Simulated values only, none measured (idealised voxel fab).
Process module under the name voxel local oxidation
Section cut is 235 nm wide and gridded with 5 nm square cells.
Cross-sections here: square-cell grids, written as top-down lists of bands, a band being one or more rows of cells.
For a band, the entry starts with two heights in nm, that of the top and then that of the bottom, and carries on with the band's materials in order from left to right, each alongside its width in nm; the word "full width" beside a single material means it fills the band edge to edge, and "empty" means empty space.
Below 0: as-received wafer, all one material; heights counted from there. Lowest band: no bottom, goes on down, written "from 0 down".
Read "30->40" as a graded width: first number on top, second number at the bottom, same change between each pair of neighbouring rows.
Given "everything unchanged" for a step, no cell of the cross-section differs between before and after that step.
"Unvented internal voids": sealed empty spaces, 8 cells or more, no open way to top, listed width x height at distance, with distance from the left edge and width, height and distance in nm.
Anything after a step's settings on that line? It's the simulator's own note about the step.
What "overlay nm" on a step's line means: if the step has a mask, that mask lay this far to the right of its planned place, or, when the value is negative, to the left.

Steps planned for the process:
step 1: RECEIVE with material Si
step 2: OXIDIZE with depth nm 5
step 3: CONFORMAL_DEP with material SiN, thk nm 15
step 4: MASKED_ETCH with tone cover, mask id ACTIVE, width nm 110, etch materials SiN, depth nm 15, overlay nm 0
step 5: SELECTIVE_ETCH with etch materials SiO2, depth nm 5
step 6: OXIDIZE with depth nm 10
step 7: STRIP with etch materials SiN

The first of a set of two wafers, run to plan:

This is the cross-section of the wafer as we received it, i.e. after step 1:
	from 0 down = Si full width
	Unvented internal voids: none

Once step 2 is through, the wafer looks like this in cross-section:
	from 0 to -5 = SiO2 full width
	Under -5: no change, same as before.

Once step 3 is through, the wafer looks like this in cross-section:
	from 15 to 0 = SiN full width
	Under 0: no change, same as before.

Once step 4 is through, the wafer looks like this in cross-section:
	from 15 to 0 = 60 empty | 110 SiN | 65 empty
	Under 0: no change, same as before.

Once step 5 is through, the wafer looks like this in cross-section:
	from 15 to 0 = 60 empty | 110 SiN | 65 empty
	from 0 to -5 = 65 empty | 100 SiO2 | 70 empty
	Under -5: no change, same as before.

Once step 6 is through, the wafer looks like this in cross-section:
	from 15 to 0 = 60 empty | 110 SiN | 65 empty
	from 0 to -5 = 65 empty | 100 SiO2 | 70 empty
	from -5 to -15 = 75 SiO2 | 80 Si | 80 SiO2
	Under -15: no change, same as before.

Once step 7 is through, the wafer looks like this in cross-section:
	from 0 to -5 = 65 empty | 100 SiO2 | 70 empty
	Under -5: no change, same as before.

Regarding the second of the two wafers: it shared the first wafer's starting condition and process plan, yet one error occurred during its execution. Its history coincides with that of the first wafer up to and including step 3:

Cross-section of the second wafer at the time step 4 of the plan should have ended:
	from 15 to 0 = 60 empty | 115 SiN | 60 empty
	Under 0: no change, same as before.

Cross-section of the second wafer at the time step 5 of the plan should have ended:
	from 15 to 0 = 60 empty | 115 SiN | 60 empty
	from 0 to -5 = 65 empty | 105 SiO2 | 65 empty
	Under -5: no change, same as before.

Cross-section of the second wafer at the time step 6 of the plan should have ended:
	from 15 to 0 = 60 empty | 115 SiN | 60 empty
	from 0 to -5 = 65 empty | 105 SiO2 | 65 empty
	from -5 to -15 = 75 SiO2 | 85 Si | 75 SiO2
	Under -15: no change, same as before.

Cross-section of the second wafer at the time step 7 of the plan should have ended:
	from 0 to -5 = 65 empty | 105 SiO2 | 65 empty
	Under -5: no change, same as before.
What went wrong in running the wafer? step 4 changed vs plan, executed as MASKED_ETCH with tone cover, mask id ACTIVE, width nm 115, etch materials SiN, depth nm 15, overlay nm 0
Count the cells at the end and the second wafer has more or fewer of some materials than the first: 2 more of Si, 1 fewer of SiO2
